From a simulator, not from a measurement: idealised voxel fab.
process module | voxel lift off
cross-section cut | 265 nm wide | cells 5 nm
A cross-section is a grid of square cells, given in bands from the top down. A band is one or more rows of cells.
Each band's line starts with the height of the band's top and of its bottom, in nm. Then come its materials from left to right, each with its width in nm. One material with "throughout" fills the band from edge to edge. "air" is empty space.
Height 0 is the level under which the wafer as received is all one material. The lowest band goes on downwards, as in "0 down".
A width such as "30 to 40" changes by the same amount from each row of cells to the next, from the band's top row to its bottom row.
"no change" after a step means that no cell of the cross-section changed.
closed voids: empty space of 8 cells or more with no open way to the top, each as width x height at its distance from the left edge, in nm
after a step's settings: what the simulator itself notes on the step
overlay nm, on a step with a mask: how far to the right of its planned place the mask lay; to the left if negative
plan
1 op RECEIVE | material Si
2 op CONFORMAL_DEP | material SiO2 | thk nm 5
3 op PATTERN | tone open | mask id LINES | material resist | width nm 30 | pitch nm 50 | thk nm 25 | overlay nm 0
4 op DIRECTIONAL_DEP | material Ru | thk nm 15
5 op STRIP | etch materials resist
6 op CONFORMAL_DEP | material SiN | thk nm 5
first wafer, as planned
as received, after step 1
  0 down: Si throughout
  closed voids: none
after step 2
  5 to 0: SiO2 throughout
  below 0: unchanged
after step 3
  30 to 5: resist 65 | air 30 | resist 20 | air 30 | resist 20 | air 30 | resist 70
  below 5: unchanged
after step 4
  45 to 30: Ru 65 | air 30 | Ru 20 | air 30 | Ru 20 | air 30 | Ru 70
  30 to 20: resist 65 | air 30 | resist 20 | air 30 | resist 20 | air 30 | resist 70
  20 to 5: resist 65 | Ru 30 | resist 20 | Ru 30 | resist 20 | Ru 30 | resist 70
  below 5: unchanged
after step 5
  20 to 5: air 65 | Ru 30 | air 20 | Ru 30 | air 20 | Ru 30 | air 70
  below 5: unchanged
after step 6
  25 to 20: air 60 | SiN 40 | air 10 | SiN 40 | air 10 | SiN 40 | air 65
  20 to 10: air 60 | SiN 5 | Ru 30 | SiN 5 | air 10 | SiN 5 | Ru 30 | SiN 5 | air 10 | SiN 5 | Ru 30 | SiN 5 | air 65
  10 to 5: SiN 65 | Ru 30 | SiN 20 | Ru 30 | SiN 20 | Ru 30 | SiN 70
  below 5: unchanged
second wafer: like start, like plan, one mistake. Through step 2 it matches the first wafer
when step 3 should have ended
  30 to 5: resist 70 | air 25 | resist 25 | air 25 | resist 25 | air 25 | resist 70
  below 5: unchanged
when step 4 should have ended
  45 to 30: Ru 70 | air 25 | Ru 25 | air 25 | Ru 25 | air 25 | Ru 70
  30 to 20: resist 70 | air 25 | resist 25 | air 25 | resist 25 | air 25 | resist 70
  20 to 5: resist 70 | Ru 25 | resist 25 | Ru 25 | resist 25 | Ru 25 | resist 70
  below 5: unchanged
when step 5 should have ended
  20 to 5: air 70 | Ru 25 | air 25 | Ru 25 | air 25 | Ru 25 | air 70
  below 5: unchanged
when step 6 should have ended
  25 to 20: air 65 | SiN 35 | air 15 | SiN 35 | air 15 | SiN 35 | air 65
  20 to 10: air 65 | SiN 5 | Ru 25 | SiN 5 | air 15 | SiN 5 | Ru 25 | SiN 5 | air 15 | SiN 5 | Ru 25 | SiN 5 | air 65
  10 to 5: SiN 70 | Ru 25 | SiN 25 | Ru 25 | SiN 25 | Ru 25 | SiN 70
  below 5: unchanged
what went wrong: step 3 ran as: op PATTERN | tone open | mask id LINES | material resist | width nm 25 | pitch nm 50 | thk nm 25 | overlay nm 0
at the end the second wafer has, in cells: 9 fewer of Ru
